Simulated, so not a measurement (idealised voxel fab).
process module | voxel wiring stack
cross-section cut | 230 nm wide | cells 5 nm
A cross-section is a grid of square cells, given in bands from the top down. A band is one or more rows of cells.
Each band's line starts with the height of the band's top and of its bottom, in nm. Then come its materials from left to right, each with its width in nm. One material with "throughout" fills the band from edge to edge. "air" is empty space.
Height 0 is the level under which the wafer as received is all one material. The lowest band goes on downwards, as in "0 down".
A width such as "30 to 40" changes by the same amount from each row of cells to the next, from the band's top row to its bottom row.
"no change" after a step means that no cell of the cross-section changed.
closed voids: empty space of 8 cells or more with no open way to the top, each as width x height at its distance from the left edge, in nm
after a step's settings: what the simulator itself notes on the step
overlay nm, on a step with a mask: how far to the right of its planned place the mask lay; to the left if negative
Each pair below shows a cross-section before one step and the cross-section after it, down to the lowest band that changed. The line under each pair gives the step between them, with its settings. The pairs can come from different runs of this module on the same starting wafer, so a pair continues from the pair above only where its "before" says so.
before
  0 down: Si throughout
  closed voids: none
after
  10 to 0: SiO2 throughout
  below 0: unchanged
  closed voids: none
the step between: op CONFORMAL_DEP | material SiO2 | thk nm 10
before: the cross-section after the pair above
after
  15 to 10: TiN throughout
  below 10: unchanged
  closed voids: none
the step between: op DIRECTIONAL_DEP | material TiN | thk nm 5
before: the cross-section after the pair above
after
  35 to 15: W throughout
  below 15: unchanged
  closed voids: none
the step between: op DIRECTIONAL_DEP | material W | thk nm 20
before: the cross-section after the pair above
after
  45 to 35: aC throughout
  below 35: unchanged
  closed voids: none
the step between: op DIRECTIONAL_DEP | material aC | thk nm 10
before: the cross-section after the pair above
after
  75 to 45: air 20 | resist 25 | air 30 | resist 25 | air 30 | resist 25 | air 30 | resist 25 | air 20
  below 45: unchanged
  closed voids: none
the step between: op PATTERN | tone cover | mask id METAL_1 | material resist | width nm 25 | pitch nm 55 | thk nm 30 | overlay nm 0
before: the cross-section after the pair above
after
  65 to 45: air 20 | resist 25 | air 30 | resist 25 | air 30 | resist 25 | air 30 | resist 25 | air 20
  45 to 35: air 20 | aC 25 | air 30 | aC 25 | air 30 | aC 25 | air 30 | aC 25 | air 20
  below 35: unchanged
  closed voids: none
the step between: op DIRECTIONAL_ETCH | etch materials aC | depth nm 10
before: the cross-section after the pair above
after
  45 to 35: air 20 | aC 25 | air 30 | aC 25 | air 30 | aC 25 | air 30 | aC 25 | air 20
  below 35: unchanged
  closed voids: none
the step between: op STRIP | etch materials resist
before: the cross-section after the pair above
after
  45 to 35: air 20 | aC 25 | air 30 | aC 25 | air 30 | aC 25 | air 30 | aC 25 | air 20
  35 to 15: air 20 | W 25 | air 30 | W 25 | air 30 | W 25 | air 30 | W 25 | air 20
  below 15: unchanged
  closed voids: none
the step between: op DIRECTIONAL_ETCH | etch materials W | depth nm 20
before: the cross-section after the pair above
after
  45 to 35: air 20 | aC 25 | air 30 | aC 25 | air 30 | aC 25 | air 30 | aC 25 | air 20
  35 to 15: air 20 | W 25 | air 30 | W 25 | air 30 | W 25 | air 30 | W 25 | air 20
  15 to 10: air 20 | TiN 25 | air 30 | TiN 25 | air 30 | TiN 25 | air 30 | TiN 25 | air 20
  below 10: unchanged
  closed voids: none
the step between: op DIRECTIONAL_ETCH | etch materials TiN | depth nm 5
before: the cross-section after the pair above
after
  35 to 15: air 20 | W 25 | air 30 | W 25 | air 30 | W 25 | air 30 | W 25 | air 20
  below 15: unchanged
  closed voids: none
the step between: op STRIP | etch materials aC
before: the cross-section after the pair above
after
  40 to 35: air 15 | SiN 35 | air 20 | SiN 35 | air 20 | SiN 35 | air 20 | SiN 35 | air 15
  35 to 15: air 15 | SiN 5 | W 25 | SiN 5 | air 20 | SiN 5 | W 25 | SiN 5 | air 20 | SiN 5 | W 25 | SiN 5 | air 20 | SiN 5 | W 25 | SiN 5 | air 15
  15 to 10: SiN 20 | TiN 25 | SiN 30 | TiN 25 | SiN 30 | TiN 25 | SiN 30 | TiN 25 | SiN 20
  below 10: unchanged
  closed voids: none
the step between: op CONFORMAL_DEP | material SiN | thk nm 5
before: the cross-section after the pair above
after
  45 to 40: lowk throughout
  40 to 35: lowk 15 | SiN 35 | lowk 20 | SiN 35 | lowk 20 | SiN 35 | lowk 20 | SiN 35 | lowk 15
  35 to 15: lowk 15 | SiN 5 | W 25 | SiN 5 | lowk 20 | SiN 5 | W 25 | SiN 5 | lowk 20 | SiN 5 | W 25 | SiN 5 | lowk 20 | SiN 5 | W 25 | SiN 5 | lowk 15
  below 15: unchanged
  closed voids: none
the step between: op FILL_DEP | material lowk | thk nm 5
before: the cross-section after the pair above
after
  35 to 15: lowk 15 | SiN 5 | W 25 | SiN 5 | lowk 20 | SiN 5 | W 25 | SiN 5 | lowk 20 | SiN 5 | W 25 | SiN 5 | lowk 20 | SiN 5 | W 25 | SiN 5 | lowk 15
  below 15: unchanged
  closed voids: none
the step between: op CMP | height nm 35
before: the cross-section after the pair above
after
  40 to 35: SiCN throughout
  below 35: unchanged
  closed voids: none
the step between: op CONFORMAL_DEP | material SiCN | thk nm 5
before: the cross-section after the pair above
after
  70 to 40: lowk throughout
  below 40: unchanged
  closed voids: none
the step between: op DIRECTIONAL_DEP | material lowk | thk nm 30
before: the cross-section after the pair above
after
  85 to 70: aC throughout
  below 70: unchanged
  closed voids: none
the step between: op DIRECTIONAL_DEP | material aC | thk nm 15
before: the cross-section after the pair above
after
  120 to 85: resist 20 | air 15 | resist 95 | air 15 | resist 85
  below 85: unchanged
  closed voids: none
the step between: op PATTERN | tone open | mask id METAL_2_HOLES | material resist | width nm 15 | pitch nm 110 | thk nm 35 | overlay nm 0
before: the cross-section after the pair above
after
  105 to 85: resist 20 | air 15 | resist 95 | air 15 | resist 85
  85 to 70: aC 20 | air 15 | aC 95 | air 15 | aC 85
  below 70: unchanged
  closed voids: none
the step between: op DIRECTIONAL_ETCH | etch materials aC | depth nm 15
before: the cross-section after the pair above
after
  85 to 70: aC 20 | air 15 | aC 95 | air 15 | aC 85
  below 70: unchanged
  closed voids: none
the step between: op STRIP | etch materials resist
before: the cross-section after the pair above
after
  85 to 70: aC 20 | air 15 | aC 95 | air 15 | aC 85
  70 to 40: lowk 20 | air 15 | lowk 95 | air 15 | lowk 85
  below 40: unchanged
  closed voids: none
the step between: op DIRECTIONAL_ETCH | etch materials lowk | depth nm 30
before: the cross-section after the pair above
after
  70 to 40: lowk 20 | air 15 | lowk 95 | air 15 | lowk 85
  below 40: unchanged
  closed voids: none
the step between: op STRIP | etch materials aC
before: the cross-section after the pair above
after
  80 to 70: aC 20 | air 15 | aC 95 | air 15 | aC 85
  70 to 50: lowk 20 | air 15 | lowk 95 | air 15 | lowk 85
  50 to 40: lowk 20 | aC 15 | lowk 95 | aC 15 | lowk 85
  below 40: unchanged
  closed voids: none
the step between: op DIRECTIONAL_DEP | material aC | thk nm 10
before: the cross-section after the pair above
after
  105 to 80: resist 20 | air 25 | resist 30 | air 25 | resist 30 | air 25 | resist 30 | air 25 | resist 20
  below 80: unchanged
  closed voids: none
the step between: op PATTERN | tone open | mask id METAL_2 | material resist | width nm 25 | pitch nm 55 | thk nm 25 | overlay nm 0
before: the cross-section after the pair above
after
  95 to 80: resist 20 | air 25 | resist 30 | air 25 | resist 30 | air 25 | resist 30 | air 25 | resist 20
  80 to 70: aC 20 | air 25 | aC 30 | air 25 | aC 30 | air 25 | aC 30 | air 25 | aC 20
  70 to 40: lowk 20 | air 15 | lowk 95 | air 15 | lowk 85
  below 40: unchanged
  closed voids: none
the step between: op DIRECTIONAL_ETCH | etch materials aC | depth nm 10
before: the cross-section after the pair above
after
  80 to 70: aC 20 | air 25 | aC 30 | air 25 | aC 30 | air 25 | aC 30 | air 25 | aC 20
  below 70: unchanged
  closed voids: none
the step between: op STRIP | etch materials resist
before: the cross-section after the pair above
after
  80 to 70: aC 20 | air 25 | aC 30 | air 25 | aC 30 | air 25 | aC 30 | air 25 | aC 20
  70 to 50: lowk 20 | air 25 | lowk 30 | air 25 | lowk 30 | air 25 | lowk 30 | air 25 | lowk 20
  below 50: unchanged
  closed voids: none
the step between: op DIRECTIONAL_ETCH | etch materials lowk | depth nm 20
before: the cross-section after the pair above
after
  80 to 70: aC 20 | air 25 | aC 30 | air 25 | aC 30 | air 25 | aC 30 | air 25 | aC 20
  70 to 50: lowk 20 | air 25 | lowk 30 | air 25 | lowk 30 | air 25 | lowk 30 | air 25 | lowk 20
  50 to 40: lowk 20 | air 15 | lowk 95 | air 15 | lowk 85
  40 to 35: SiCN 20 | air 15 | SiCN 95 | air 15 | SiCN 85
  below 35: unchanged
  closed voids: none
the step between: op DIRECTIONAL_ETCH | etch materials SiCN | depth nm 5
before: the cross-section after the pair above
after
  70 to 50: lowk 20 | air 25 | lowk 30 | air 25 | lowk 30 | air 25 | lowk 30 | air 25 | lowk 20
  below 50: unchanged
  closed voids: none
the step between: op STRIP | etch materials aC
before: the cross-section after the pair above
after
  75 to 70: TiN 25 | air 15 | TiN 40 | air 15 | TiN 40 | air 15 | TiN 40 | air 15 | TiN 25
  70 to 55: lowk 20 | TiN 5 | air 15 | TiN 5 | lowk 30 | TiN 5 | air 15 | TiN 5 | lowk 30 | TiN 5 | air 15 | TiN 5 | lowk 30 | TiN 5 | air 15 | TiN 5 | lowk 20
  55 to 50: lowk 20 | TiN 5 | air 5 | TiN 15 | lowk 30 | TiN 25 | lowk 30 | TiN 5 | air 5 | TiN 15 | lowk 30 | TiN 25 | lowk 20
  50 to 40: lowk 20 | TiN 5 | air 5 | TiN 5 | lowk 95 | TiN 5 | air 5 | TiN 5 | lowk 85
  40 to 35: SiCN 20 | TiN 15 | SiCN 95 | TiN 15 | SiCN 85
  below 35: unchanged
  closed voids: none
the step between: op CONFORMAL_DEP | material TiN | thk nm 5
before: the cross-section after the pair above
after
  85 to 75: Cu throughout
  75 to 70: TiN 25 | Cu 15 | TiN 40 | Cu 15 | TiN 40 | Cu 15 | TiN 40 | Cu 15 | TiN 25
  70 to 55: lowk 20 | TiN 5 | Cu 15 | TiN 5 | lowk 30 | TiN 5 | Cu 15 | TiN 5 | lowk 30 | TiN 5 | Cu 15 | TiN 5 | lowk 30 | TiN 5 | Cu 15 | TiN 5 | lowk 20
  55 to 50: lowk 20 | TiN 5 | Cu 5 | TiN 15 | lowk 30 | TiN 25 | lowk 30 | TiN 5 | Cu 5 | TiN 15 | lowk 30 | TiN 25 | lowk 20
  50 to 40: lowk 20 | TiN 5 | Cu 5 | TiN 5 | lowk 95 | TiN 5 | Cu 5 | TiN 5 | lowk 85
  below 40: unchanged
  closed voids: none
the step between: op FILL_DEP | material Cu | thk nm 10
before: the cross-section after the pair above
after
  70 to 55: lowk 20 | TiN 5 | Cu 15 | TiN 5 | lowk 30 | TiN 5 | Cu 15 | TiN 5 | lowk 30 | TiN 5 | Cu 15 | TiN 5 | lowk 30 | TiN 5 | Cu 15 | TiN 5 | lowk 20
  below 55: unchanged
  closed voids: none
the step between: op CMP | height nm 70
before: the cross-section after the pair above
after
  75 to 70: SiCN throughout
  below 70: unchanged
  closed voids: none
the step between: op CONFORMAL_DEP | material SiCN | thk nm 5
before: the cross-section after the pair above
after
  105 to 75: SiO2 throughout
  below 75: unchanged
  closed voids: none
the step between: op DIRECTIONAL_DEP | material SiO2 | thk nm 30
before: the cross-section after the pair above
after
  105 to 75: SiO2 20 | air 15 | SiO2 95 | air 15 | SiO2 85
  below 75: unchanged
  closed voids: none
the step between: op MASKED_ETCH | tone open | mask id METAL_3_HOLES | width nm 15 | pitch nm 110 | etch materials SiO2 | depth nm 30 | overlay nm 0
before: the cross-section after the pair above
after
  120 to 105: resist 20 | air 25 | resist 30 | air 25 | resist 30 | air 25 | resist 30 | air 25 | resist 20
  below 105: unchanged
  closed voids: none
the step between: op PATTERN | tone open | mask id METAL_3 | material resist | width nm 25 | pitch nm 55 | thk nm 15 | overlay nm 0
before: the cross-section after the pair above
after
  120 to 105: resist 20 | air 25 | resist 30 | air 25 | resist 30 | air 25 | resist 30 | air 25 | resist 20
  105 to 90: SiO2 20 | air 25 | SiO2 30 | air 25 | SiO2 30 | air 25 | SiO2 30 | air 25 | SiO2 20
  below 90: unchanged
  closed voids: none
the step between: op DIRECTIONAL_ETCH | etch materials SiO2 | depth nm 15
before: the cross-section after the pair above
after
  120 to 105: resist 20 | air 25 | resist 30 | air 25 | resist 30 | air 25 | resist 30 | air 25 | resist 20
  105 to 90: SiO2 20 | air 25 | SiO2 30 | air 25 | SiO2 30 | air 25 | SiO2 30 | air 25 | SiO2 20
  90 to 75: SiO2 20 | air 15 | SiO2 95 | air 15 | SiO2 85
  75 to 70: SiCN 20 | air 15 | SiCN 95 | air 15 | SiCN 85
  below 70: unchanged
  closed voids: none
the step between: op DIRECTIONAL_ETCH | etch materials SiCN | depth nm 5
before: the cross-section after the pair above
after
  105 to 90: SiO2 20 | air 25 | SiO2 30 | air 25 | SiO2 30 | air 25 | SiO2 30 | air 25 | SiO2 20
  below 90: unchanged
  closed voids: none
the step between: op STRIP | etch materials resist
before: the cross-section after the pair above
after
  110 to 105: TiN 25 | air 15 | TiN 40 | air 15 | TiN 40 | air 15 | TiN 40 | air 15 | TiN 25
  105 to 95: SiO2 20 | TiN 5 | air 15 | TiN 5 | SiO2 30 | TiN 5 | air 15 | TiN 5 | SiO2 30 | TiN 5 | air 15 | TiN 5 | SiO2 30 | TiN 5 | air 15 | TiN 5 | SiO2 20
  95 to 90: SiO2 20 | TiN 5 | air 5 | TiN 15 | SiO2 30 | TiN 25 | SiO2 30 | TiN 5 | air 5 | TiN 15 | SiO2 30 | TiN 25 | SiO2 20
  90 to 75: SiO2 20 | TiN 5 | air 5 | TiN 5 | SiO2 95 | TiN 5 | air 5 | TiN 5 | SiO2 85
  75 to 70: SiCN 20 | TiN 15 | SiCN 95 | TiN 15 | SiCN 85
  below 70: unchanged
  closed voids: none
the step between: op CONFORMAL_DEP | material TiN | thk nm 5
before: the cross-section after the pair above
after
  120 to 110: Cu throughout
  110 to 105: TiN 25 | Cu 15 | TiN 40 | Cu 15 | TiN 40 | Cu 15 | TiN 40 | Cu 15 | TiN 25
  105 to 95: SiO2 20 | TiN 5 | Cu 15 | TiN 5 | SiO2 30 | TiN 5 | Cu 15 | TiN 5 | SiO2 30 | TiN 5 | Cu 15 | TiN 5 | SiO2 30 | TiN 5 | Cu 15 | TiN 5 | SiO2 20
  95 to 90: SiO2 20 | TiN 5 | Cu 5 | TiN 15 | SiO2 30 | TiN 25 | SiO2 30 | TiN 5 | Cu 5 | TiN 15 | SiO2 30 | TiN 25 | SiO2 20
  90 to 75: SiO2 20 | TiN 5 | Cu 5 | TiN 5 | SiO2 95 | TiN 5 | Cu 5 | TiN 5 | SiO2 85
  below 75: unchanged
  closed voids: none
the step between: op FILL_DEP | material Cu | thk nm 10
before: the cross-section after the pair above
after
  105 to 95: SiO2 20 | TiN 5 | Cu 15 | TiN 5 | SiO2 30 | TiN 5 | Cu 15 | TiN 5 | SiO2 30 | TiN 5 | Cu 15 | TiN 5 | SiO2 30 | TiN 5 | Cu 15 | TiN 5 | SiO2 20
  below 95: unchanged
  closed voids: none
the step between: op CMP | height nm 105
before: the cross-section after the pair above
after
  110 to 105: SiCN throughout
  below 105: unchanged
  closed voids: none
the step between: op CONFORMAL_DEP | material SiCN | thk nm 5
before: the cross-section after the pair above
after
  125 to 110: SiO2 throughout
  below 110: unchanged
  closed voids: none
the step between: op DIRECTIONAL_DEP | material SiO2 | thk nm 15
before: the cross-section after the pair above
after
  140 to 125: resist 20 | air 15 | resist 40 | air 15 | resist 40 | air 15 | resist 40 | air 15 | resist 30
  below 125: unchanged
  closed voids: none
the step between: op PATTERN | tone open | mask id PLUG_3 | material resist | width nm 15 | pitch nm 55 | thk nm 15 | overlay nm 0
before: the cross-section after the pair above
after
  140 to 125: resist 20 | air 15 | resist 40 | air 15 | resist 40 | air 15 | resist 40 | air 15 | resist 30
  125 to 110: SiO2 20 | air 15 | SiO2 40 | air 15 | SiO2 40 | air 15 | SiO2 40 | air 15 | SiO2 30
  below 110: unchanged
  closed voids: none
the step between: op DIRECTIONAL_ETCH | etch materials SiO2 | depth nm 15
before: the cross-section after the pair above
after
  140 to 125: resist 20 | air 15 | resist 40 | air 15 | resist 40 | air 15 | resist 40 | air 15 | resist 30
  125 to 110: SiO2 20 | air 15 | SiO2 40 | air 15 | SiO2 40 | air 15 | SiO2 40 | air 15 | SiO2 30
  110 to 105: SiCN 20 | air 15 | SiCN 40 | air 15 | SiCN 40 | air 15 | SiCN 40 | air 15 | SiCN 30
  below 105: unchanged
  closed voids: none
the step between: op DIRECTIONAL_ETCH | etch materials SiCN | depth nm 5
before: the cross-section after the pair above
after
  125 to 110: SiO2 20 | air 15 | SiO2 40 | air 15 | SiO2 40 | air 15 | SiO2 40 | air 15 | SiO2 30
  below 110: unchanged
  closed voids: none
the step between: op STRIP | etch materials resist
before: the cross-section after the pair above
after
  125 to 115: SiO2 20 | air 15 | SiO2 40 | air 15 | SiO2 40 | air 15 | SiO2 40 | air 15 | SiO2 30
  115 to 110: SiO2 20 | Ru 15 | SiO2 40 | Ru 15 | SiO2 40 | Ru 15 | SiO2 40 | Ru 15 | SiO2 30
  110 to 105: SiCN 20 | Ru 15 | SiCN 40 | Ru 15 | SiCN 40 | Ru 15 | SiCN 40 | Ru 15 | SiCN 30
  below 105: unchanged
  closed voids: none
the step between: op EPI | material Ru | thk nm 10
before: the cross-section after the pair above
after
  125 to 110: SiO2 20 | Ru 15 | SiO2 40 | Ru 15 | SiO2 40 | Ru 15 | SiO2 40 | Ru 15 | SiO2 30
  below 110: unchanged
  closed voids: none
the step between: op EPI | material Ru | thk nm 10
before: the cross-section after the pair above
after
  130 to 125: TiN throughout
  below 125: unchanged
  closed voids: none
the step between: op DIRECTIONAL_DEP | material TiN | thk nm 5
before: the cross-section after the pair above
after
  150 to 130: Ru throughout
  below 130: unchanged
  closed voids: none
the step between: op DIRECTIONAL_DEP | material Ru | thk nm 20
before: the cross-section after the pair above
after
  165 to 150: aC throughout
  below 150: unchanged
  closed voids: none
the step between: op DIRECTIONAL_DEP | material aC | thk nm 15
before: the cross-section after the pair above
after
  200 to 165: air 20 | resist 25 | air 30 | resist 25 | air 30 | resist 25 | air 30 | resist 25 | air 20
  below 165: unchanged
  closed voids: none
the step between: op PATTERN | tone cover | mask id METAL_4 | material resist | width nm 25 | pitch nm 55 | thk nm 35 | overlay nm 0
before: the cross-section after the pair above
after
  185 to 165: air 20 | resist 25 | air 30 | resist 25 | air 30 | resist 25 | air 30 | resist 25 | air 20
  165 to 150: air 20 | aC 25 | air 30 | aC 25 | air 30 | aC 25 | air 30 | aC 25 | air 20
  below 150: unchanged
  closed voids: none
the step between: op DIRECTIONAL_ETCH | etch materials aC | depth nm 15
before: the cross-section after the pair above
after
  165 to 150: air 20 | aC 25 | air 30 | aC 25 | air 30 | aC 25 | air 30 | aC 25 | air 20
  below 150: unchanged
  closed voids: none
the step between: op STRIP | etch materials resist
before: the cross-section after the pair above
after
  165 to 150: air 20 | aC 25 | air 30 | aC 25 | air 30 | aC 25 | air 30 | aC 25 | air 20
  150 to 130: air 20 | Ru 25 | air 30 | Ru 25 | air 30 | Ru 25 | air 30 | Ru 25 | air 20
  below 130: unchanged
  closed voids: none
the step between: op DIRECTIONAL_ETCH | etch materials Ru | depth nm 20
before: the cross-section after the pair above
after
  165 to 150: air 20 | aC 25 | air 30 | aC 25 | air 30 | aC 25 | air 30 | aC 25 | air 20
  150 to 130: air 20 | Ru 25 | air 30 | Ru 25 | air 30 | Ru 25 | air 30 | Ru 25 | air 20
  130 to 125: air 20 | TiN 25 | air 30 | TiN 25 | air 30 | TiN 25 | air 30 | TiN 25 | air 20
  below 125: unchanged
  closed voids: none
the step between: op DIRECTIONAL_ETCH | etch materials TiN | depth nm 5
before: the cross-section after the pair above
after
  150 to 130: air 20 | Ru 25 | air 30 | Ru 25 | air 30 | Ru 25 | air 30 | Ru 25 | air 20
  below 130: unchanged
  closed voids: none
the step between: op STRIP | etch materials aC
before: the cross-section after the pair above
after
  155 to 150: air 15 | SiCN 35 | air 20 | SiCN 35 | air 20 | SiCN 35 | air 20 | SiCN 35 | air 15
  150 to 130: air 15 | SiCN 5 | Ru 25 | SiCN 5 | air 20 | SiCN 5 | Ru 25 | SiCN 5 | air 20 | SiCN 5 | Ru 25 | SiCN 5 | air 20 | SiCN 5 | Ru 25 | SiCN 5 | air 15
  130 to 125: SiCN 20 | TiN 25 | SiCN 30 | TiN 25 | SiCN 30 | TiN 25 | SiCN 30 | TiN 25 | SiCN 20
  below 125: unchanged
  closed voids: none
the step between: op CONFORMAL_DEP | material SiCN | thk nm 5
before: the cross-section after the pair above
after
  160 to 155: lowk throughout
  155 to 150: lowk 15 | SiCN 35 | lowk 20 | SiCN 35 | lowk 20 | SiCN 35 | lowk 20 | SiCN 35 | lowk 15
  150 to 130: lowk 15 | SiCN 5 | Ru 25 | SiCN 5 | lowk 20 | SiCN 5 | Ru 25 | SiCN 5 | lowk 20 | SiCN 5 | Ru 25 | SiCN 5 | lowk 20 | SiCN 5 | Ru 25 | SiCN 5 | lowk 15
  below 130: unchanged
  closed voids: none
the step between: op FILL_DEP | material lowk | thk nm 5
before: the cross-section after the pair above
after
  150 to 130: lowk 15 | SiCN 5 | Ru 25 | SiCN 5 | lowk 20 | SiCN 5 | Ru 25 | SiCN 5 | lowk 20 | SiCN 5 | Ru 25 | SiCN 5 | lowk 20 | SiCN 5 | Ru 25 | SiCN 5 | lowk 15
  below 130: unchanged
  closed voids: none
the step between: op CMP | height nm 150
before: the cross-section after the pair above
after
  155 to 150: SiCN throughout
  below 150: unchanged
  closed voids: none
the step between: op CONFORMAL_DEP | material SiCN | thk nm 5
before
  125 to 115: SiO2 20 | air 15 | SiO2 40 | air 15 | SiO2 40 | air 15 | SiO2 40 | air 15 | SiO2 30
  115 to 110: SiO2 20 | Ru 15 | SiO2 40 | Ru 15 | SiO2 40 | Ru 15 | SiO2 40 | Ru 15 | SiO2 30
  110 to 105: SiCN 20 | Ru 15 | SiCN 40 | Ru 15 | SiCN 40 | Ru 15 | SiCN 40 | Ru 15 | SiCN 30
  105 to 95: SiO2 20 | TiN 5 | Cu 15 | TiN 5 | SiO2 30 | TiN 5 | Cu 15 | TiN 5 | SiO2 30 | TiN 5 | Cu 15 | TiN 5 | SiO2 30 | TiN 5 | Cu 15 | TiN 5 | SiO2 20
  95 to 90: SiO2 20 | TiN 5 | Cu 5 | TiN 15 | SiO2 30 | TiN 25 | SiO2 30 | TiN 5 | Cu 5 | TiN 15 | SiO2 30 | TiN 25 | SiO2 20
  90 to 75: SiO2 20 | TiN 5 | Cu 5 | TiN 5 | SiO2 95 | TiN 5 | Cu 5 | TiN 5 | SiO2 85
  75 to 70: SiCN 20 | TiN 15 | SiCN 95 | TiN 15 | SiCN 85
  70 to 55: lowk 20 | TiN 5 | Cu 15 | TiN 5 | lowk 30 | TiN 5 | Cu 15 | TiN 5 | lowk 30 | TiN 5 | Cu 15 | TiN 5 | lowk 30 | TiN 5 | Cu 15 | TiN 5 | lowk 20
  55 to 50: lowk 20 | TiN 5 | Cu 5 | TiN 15 | lowk 30 | TiN 25 | lowk 30 | TiN 5 | Cu 5 | TiN 15 | lowk 30 | TiN 25 | lowk 20
  50 to 40: lowk 20 | TiN 5 | Cu 5 | TiN 5 | lowk 95 | TiN 5 | Cu 5 | TiN 5 | lowk 85
  40 to 35: SiCN 20 | TiN 15 | SiCN 95 | TiN 15 | SiCN 85
  35 to 15: lowk 15 | SiN 5 | W 25 | SiN 5 | lowk 20 | SiN 5 | W 25 | SiN 5 | lowk 20 | SiN 5 | W 25 | SiN 5 | lowk 20 | SiN 5 | W 25 | SiN 5 | lowk 15
  15 to 10: SiN 20 | TiN 25 | SiN 30 | TiN 25 | SiN 30 | TiN 25 | SiN 30 | TiN 25 | SiN 20
  10 to 0: SiO2 throughout
  0 down: Si throughout
  closed voids: none
after
  130 to 125: TiN 20 | air 15 | TiN 40 | air 15 | TiN 40 | air 15 | TiN 40 | air 15 | TiN 30
  125 to 120: SiO2 20 | air 15 | SiO2 40 | air 15 | SiO2 40 | air 15 | SiO2 40 | air 15 | SiO2 30
  120 to 115: SiO2 20 | TiN 15 | SiO2 40 | TiN 15 | SiO2 40 | TiN 15 | SiO2 40 | TiN 15 | SiO2 30
  below 115: unchanged
  closed voids: none
the step between: op DIRECTIONAL_DEP | material TiN | thk nm 5
before: the cross-section after the pair above
after
  150 to 140: Ru 20 | air 15 | Ru 40 | air 15 | Ru 40 | air 15 | Ru 40 | air 15 | Ru 30
  140 to 130: Ru throughout
  130 to 125: TiN 20 | Ru 15 | TiN 40 | Ru 15 | TiN 40 | Ru 15 | TiN 40 | Ru 15 | TiN 30
  125 to 120: SiO2 20 | Ru 15 | SiO2 40 | Ru 15 | SiO2 40 | Ru 15 | SiO2 40 | Ru 15 | SiO2 30
  below 120: unchanged
  closed voids: none
the step between: op DIRECTIONAL_DEP | material Ru | thk nm 20
before: the cross-section after the pair above
after
  165 to 155: aC 20 | air 15 | aC 40 | air 15 | aC 40 | air 15 | aC 40 | air 15 | aC 30
  155 to 150: aC throughout
  150 to 140: Ru 20 | aC 15 | Ru 40 | aC 15 | Ru 40 | aC 15 | Ru 40 | aC 15 | Ru 30
  below 140: unchanged
  closed voids: none
the step between: op DIRECTIONAL_DEP | material aC | thk nm 15
before: the cross-section after the pair above
after
  200 to 165: air 20 | resist 25 | air 30 | resist 25 | air 30 | resist 25 | air 30 | resist 25 | air 20
  165 to 155: aC 20 | resist 15 | aC 40 | resist 15 | aC 40 | resist 15 | aC 40 | resist 15 | aC 30
  below 155: unchanged
  closed voids: none
the step between: op PATTERN | tone cover | mask id METAL_4 | material resist | width nm 25 | pitch nm 55 | thk nm 35 | overlay nm 0
before: the cross-section after the pair above
after
  185 to 165: air 20 | resist 25 | air 30 | resist 25 | air 30 | resist 25 | air 30 | resist 25 | air 20
  165 to 155: air 20 | resist 15 | aC 10 | air 30 | resist 15 | aC 10 | air 30 | resist 15 | aC 10 | air 30 | resist 15 | aC 10 | air 20
  155 to 150: air 20 | aC 25 | air 30 | aC 25 | air 30 | aC 25 | air 30 | aC 25 | air 20
  below 150: unchanged
  closed voids: none
the step between: op DIRECTIONAL_ETCH | etch materials aC | depth nm 15
before: the cross-section after the pair above
after
  165 to 155: air 35 | aC 10 | air 45 | aC 10 | air 45 | aC 10 | air 45 | aC 10 | air 20
  below 155: unchanged
  closed voids: none
the step between: op STRIP | etch materials resist
before: the cross-section after the pair above
after
  165 to 155: air 35 | aC 10 | air 45 | aC 10 | air 45 | aC 10 | air 45 | aC 10 | air 20
  155 to 150: air 20 | aC 25 | air 30 | aC 25 | air 30 | aC 25 | air 30 | aC 25 | air 20
  150 to 140: air 20 | aC 15 | Ru 10 | air 30 | aC 15 | Ru 10 | air 30 | aC 15 | Ru 10 | air 30 | aC 15 | Ru 10 | air 20
  140 to 130: air 20 | Ru 25 | air 30 | Ru 25 | air 30 | Ru 25 | air 30 | Ru 25 | air 20
  below 130: unchanged
  closed voids: none
the step between: op DIRECTIONAL_ETCH | etch materials Ru | depth nm 20
before: the cross-section after the pair above
after
  165 to 155: air 35 | aC 10 | air 45 | aC 10 | air 45 | aC 10 | air 45 | aC 10 | air 20
  155 to 150: air 20 | aC 25 | air 30 | aC 25 | air 30 | aC 25 | air 30 | aC 25 | air 20
  150 to 140: air 20 | aC 15 | Ru 10 | air 30 | aC 15 | Ru 10 | air 30 | aC 15 | Ru 10 | air 30 | aC 15 | Ru 10 | air 20
  140 to 130: air 20 | Ru 25 | air 30 | Ru 25 | air 30 | Ru 25 | air 30 | Ru 25 | air 20
  130 to 125: air 20 | Ru 15 | TiN 10 | air 30 | Ru 15 | TiN 10 | air 30 | Ru 15 | TiN 10 | air 30 | Ru 15 | TiN 10 | air 20
  below 125: unchanged
  closed voids: none
the step between: op DIRECTIONAL_ETCH | etch materials TiN | depth nm 5
before: the cross-section after the pair above
after
  150 to 140: air 35 | Ru 10 | air 45 | Ru 10 | air 45 | Ru 10 | air 45 | Ru 10 | air 20
  below 140: unchanged
  closed voids: none
the step between: op STRIP | etch materials aC
before: the cross-section after the pair above
after
  155 to 150: air 30 | SiCN 20 | air 35 | SiCN 20 | air 35 | SiCN 20 | air 35 | SiCN 20 | air 15
  150 to 140: air 30 to 15 | SiCN 5 to 20 | Ru 10 | SiCN 5 | air 35 to 20 | SiCN 5 to 20 | Ru 10 | SiCN 5 | air 35 to 20 | SiCN 5 to 20 | Ru 10 | SiCN 5 | air 35 to 20 | SiCN 5 to 20 | Ru 10 | SiCN 5 | air 15
  140 to 130: air 15 | SiCN 5 | Ru 25 | SiCN 5 | air 20 | SiCN 5 | Ru 25 | SiCN 5 | air 20 | SiCN 5 | Ru 25 | SiCN 5 | air 20 | SiCN 5 | Ru 25 | SiCN 5 | air 15
  130 to 125: SiCN 20 | Ru 15 | TiN 10 | SiCN 30 | Ru 15 | TiN 10 | SiCN 30 | Ru 15 | TiN 10 | SiCN 30 | Ru 15 | TiN 10 | SiCN 20
  below 125: unchanged
  closed voids: none
the step between: op CONFORMAL_DEP | material SiCN | thk nm 5
before: the cross-section after the pair above
after
  160 to 155: lowk throughout
  155 to 150: lowk 30 | SiCN 20 | lowk 35 | SiCN 20 | lowk 35 | SiCN 20 | lowk 35 | SiCN 20 | lowk 15
  150 to 140: lowk 30 to 15 | SiCN 5 to 20 | Ru 10 | SiCN 5 | lowk 35 to 20 | SiCN 5 to 20 | Ru 10 | SiCN 5 | lowk 35 to 20 | SiCN 5 to 20 | Ru 10 | SiCN 5 | lowk 35 to 20 | SiCN 5 to 20 | Ru 10 | SiCN 5 | lowk 15
  140 to 130: lowk 15 | SiCN 5 | Ru 25 | SiCN 5 | lowk 20 | SiCN 5 | Ru 25 | SiCN 5 | lowk 20 | SiCN 5 | Ru 25 | SiCN 5 | lowk 20 | SiCN 5 | Ru 25 | SiCN 5 | lowk 15
  below 130: unchanged
  closed voids: none
the step between: op FILL_DEP | material lowk | thk nm 5
